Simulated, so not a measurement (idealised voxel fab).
process module | voxel air gaps
cross-section cut | 185 nm wide | cells 5 nm
A cross-section is a grid of square cells, given in bands from the top down. A band is one or more rows of cells.
Each band's line starts with the height of the band's top and of its bottom, in nm. Then come its materials from left to right, each with its width in nm. One material with "throughout" fills the band from edge to edge. "air" is empty space.
Height 0 is the level under which the wafer as received is all one material. The lowest band goes on downwards, as in "0 down".
A width such as "30 to 40" changes by the same amount from each row of cells to the next, from the band's top row to its bottom row.
"no change" after a step means that no cell of the cross-section changed.
closed voids: empty space of 8 cells or more with no open way to the top, each as width x height at its distance from the left edge, in nm
after a step's settings: what the simulator itself notes on the step
overlay nm, on a step with a mask: how far to the right of its planned place the mask lay; to the left if negative
plan
1 op RECEIVE | material Si
2 op CONFORMAL_DEP | material SiO2 | thk nm 10
3 op CONFORMAL_DEP | material SiN | thk nm 5
4 op DIRECTIONAL_DEP | material lowk | thk nm 30
5 op MASKED_ETCH | tone open | mask id LINES | width nm 20 | pitch nm 50 | etch materials lowk | depth nm 40 | overlay nm 0
6 op CONFORMAL_DEP | material TiN | thk nm 5
7 op FILL_DEP | material Cu | thk nm 10
8 op CMP | height nm 55
9 op EPI | material Ru | thk nm 10
10 op SELECTIVE_ETCH | etch materials lowk | depth nm 50
11 op CONFORMAL_DEP | material SiCN | thk nm 5
varied across the wafers: thk nm of step 4. The plan shows the first wafer's value. All wafers start alike
first wafer as received, after step 1
  0 down: Si throughout
  closed voids: none
each wafer at the end: cells of each material gained (+) or lost (-) since it was received, then its closed voids
thk nm 30 | +73 Cu | +74 Ru | +37 SiCN | +37 SiN | +74 SiO2 | +73 TiN | +150 lowk | closed voids: none
thk nm 35 | +42 Cu | +74 Ru | +37 SiCN | +37 SiN | +74 SiO2 | +79 TiN | +175 lowk | closed voids: none
thk nm 40 | +42 Cu | +48 Ru | +121 SiCN | +37 SiN | +74 SiO2 | +54 TiN | closed voids: 20 x 30 at 55; 20 x 30 at 105
